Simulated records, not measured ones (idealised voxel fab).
Process module name: voxel released beams
Shown is cross-section cut, with a width of 165 nm and square cells of size 5 nm.
Notation: cross-section as square-cell grid; stated in bands, top first, going down; one or more cell rows per band.
The entry gives the band's vertical extent as a top height and a bottom height in nm, then its horizontal make-up as materials from left to right, each with a width in nm. "blank" stands for empty space; a single material marked "throughout" fills the band edge to edge.
Note: height 0 marks the level under which the wafer is uniformly one material as received. Lowest band unbounded below, written "0 -> down".
When a width is written as two numbers, as in "30 to 40", the first number is the width in the top row of cells of the band and the second is the width in its bottom row, and the width changes by the same amount from each row to the next.
The designation "no modification", where it is given for a processing step, indicates that no cell of the cross-section was altered in the course of that step.
"Enclosed void entries": sealed empty spaces, 8 cells or more, no open way to top, listed width x height at distance, with distance from the left edge and width, height and distance in nm.
Heads up: the bit after the settings on a step's line is the simulator's remark on that step.
If you see "overlay nm" on a step's line and that step has a mask, it's telling you how far right of where it was planned the mask ended up; a negative number means it went left instead.

[Here's what the planned process steps look like]
1) RECEIVE, material Si
2) CONFORMAL_DEP, material SiN, thk nm 10
3) DIRECTIONAL_DEP, material SiO2, thk nm 15
4) PATTERN, tone open, mask id ANCHOR, material resist, width nm 40, thk nm 15, overlay nm 0
5) DIRECTIONAL_ETCH, etch materials SiO2, depth nm 15
6) STRIP, etch materials resist
7) CONFORMAL_DEP, material W, thk nm 15
8) DIRECTIONAL_DEP, material aC, thk nm 10
9) PATTERN, tone cover, mask id BEAM, material resist, width nm 110, thk nm 30, overlay nm 0
10) DIRECTIONAL_ETCH, etch materials aC, depth nm 10
11) STRIP, etch materials resist
12) DIRECTIONAL_ETCH, etch materials W, depth nm 15
13) STRIP, etch materials aC
14) STRIP, etch materials SiO2

[As-received wafer cross-section (after step 1)]
- 0 -> down | Si throughout
- Enclosed void entries: none

[Post-module cross-section: identical start and plan to those above, one misstep in execution]
- 55 -> 40 | blank: 25 / W: 110 / blank: 30
- 40 -> 25 | W throughout
- 25 -> 10 | SiO2: 30 / W: 40 / SiO2: 95
- 10 -> 0 | SiN throughout
- 0 -> down | Si throughout
- Enclosed void entries: none
Nonconformance to the process plan: the plan's step 7 ran twice
